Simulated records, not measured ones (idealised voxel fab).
Process module in this document: voxel self aligned vias
The cross-section on display is named cut; it measures 240 nm wide, and its cells are 5 nm squares.
The cross-sections in this document take the form of a grid made of square cells. They are written out as bands, in order from top to bottom. Each band consists of one or more rows of cells.
Band: top and bottom heights (nm) first, top before bottom; then materials from left to right, widths in nm. "edge to edge" marks a sole material filling the band edge to edge. "blank" denotes empty space.
Where do heights start? At 0: under that level the wafer as delivered is made of one material only. And the lowest band has no floor; it just carries on downward, as in "from 0 down".
The notation "30..40" denotes a width that varies across the rows of cells in the band, beginning at the first number in the top row, finishing at the second number in the bottom row, and changing by an identical amount from each row to the next.
For the purposes of this document, the phrase "all unchanged" attached to a step denotes that no cell within the cross-section was modified by that step.
Heads up: "Closed void listing" only lists the empty pockets with no open path to the top that are 8 cells or more, and it writes them as width x height at distance, distance from the left edge, in nm.
What comes after the settings on a step's line is commentary from the simulator itself on that step.
"overlay nm" on a masked step: distance the mask lay right of its planned place, negative for left.

**The planned process steps are enumerated hereunder**
| 1 | RECEIVE | material Si |
| 2 | CONFORMAL_DEP | material SiO2 | thk nm 15 |
| 3 | CONFORMAL_DEP | material SiCN | thk nm 5 |
| 4 | DIRECTIONAL_DEP | material SiO2 | thk nm 20 |
| 5 | DIRECTIONAL_DEP | material aC | thk nm 10 |
| 6 | PATTERN | tone open | mask id LINES | material resist | width nm 25 | pitch nm 55 | thk nm 30 | overlay nm 0 |
| 7 | DIRECTIONAL_ETCH | etch materials aC | depth nm 10 |
| 8 | STRIP | etch materials resist |
| 9 | DIRECTIONAL_ETCH | etch materials SiO2 | depth nm 20 |
| 10 | STRIP | etch materials aC |
| 11 | CONFORMAL_DEP | material TiN | thk nm 5 |
| 12 | FILL_DEP | material W | thk nm 5 |
| 13 | CMP | height nm 40 |
| 14 | SELECTIVE_ETCH | etch materials W Ru TiN | depth nm 5 |
| 15 | FILL_DEP | material SiN | thk nm 5 |
| 16 | CMP | height nm 40 |
| 17 | DIRECTIONAL_DEP | material SiO2 | thk nm 20 |
| 18 | DIRECTIONAL_DEP | material aC | thk nm 10 |
| 19 | PATTERN | tone open | mask id VIAS | material resist | width nm 35 | pitch nm 55 | thk nm 25 | overlay nm 0 |
| 20 | DIRECTIONAL_ETCH | etch materials aC | depth nm 10 |
| 21 | STRIP | etch materials resist |
| 22 | DIRECTIONAL_ETCH | etch materials SiO2 | depth nm 20 |
| 23 | DIRECTIONAL_ETCH | etch materials SiN | depth nm 5 |
| 24 | STRIP | etch materials aC |
| 25 | CONFORMAL_DEP | material TiN | thk nm 5 |
| 26 | FILL_DEP | material Ru | thk nm 5 |
| 27 | CMP | height nm 60 |
| 28 | CONFORMAL_DEP | material SiN | thk nm 5 |

**Cross-section of the wafer as it came to us, i.e., already through step 1**
> from 0 down | Si edge to edge
> Closed void listing: none

**Figure: cross-sectional view of the wafer upon completion of the module, processed from the initial state and according to the plan depicted above, with one error introduced during execution**
> from 65 to 60 | SiN edge to edge
> from 60 to 40 | SiO2: 75 / TiN: 5 / Ru: 25 / TiN: 5 / SiO2: 20 / TiN: 5 / Ru: 25 / TiN: 5 / SiO2: 75
> from 40 to 35 | SiN: 75 / TiN: 35 / SiN: 20 / TiN: 35 / SiN: 75
> from 35 to 20 | SiO2: 80 / TiN: 5 / W: 15 / TiN: 5 / SiO2: 30 / TiN: 5 / W: 15 / TiN: 5 / SiO2: 80
> from 20 to 15 | SiO2: 80 / TiN: 25 / SiO2: 30 / TiN: 25 / SiO2: 80
> from 15 to 0 | SiO2 edge to edge
> from 0 down | Si edge to edge
> Closed void listing: none
The plan and the run diverged here: heads up, step 3 of the plan was skipped and never actually ran
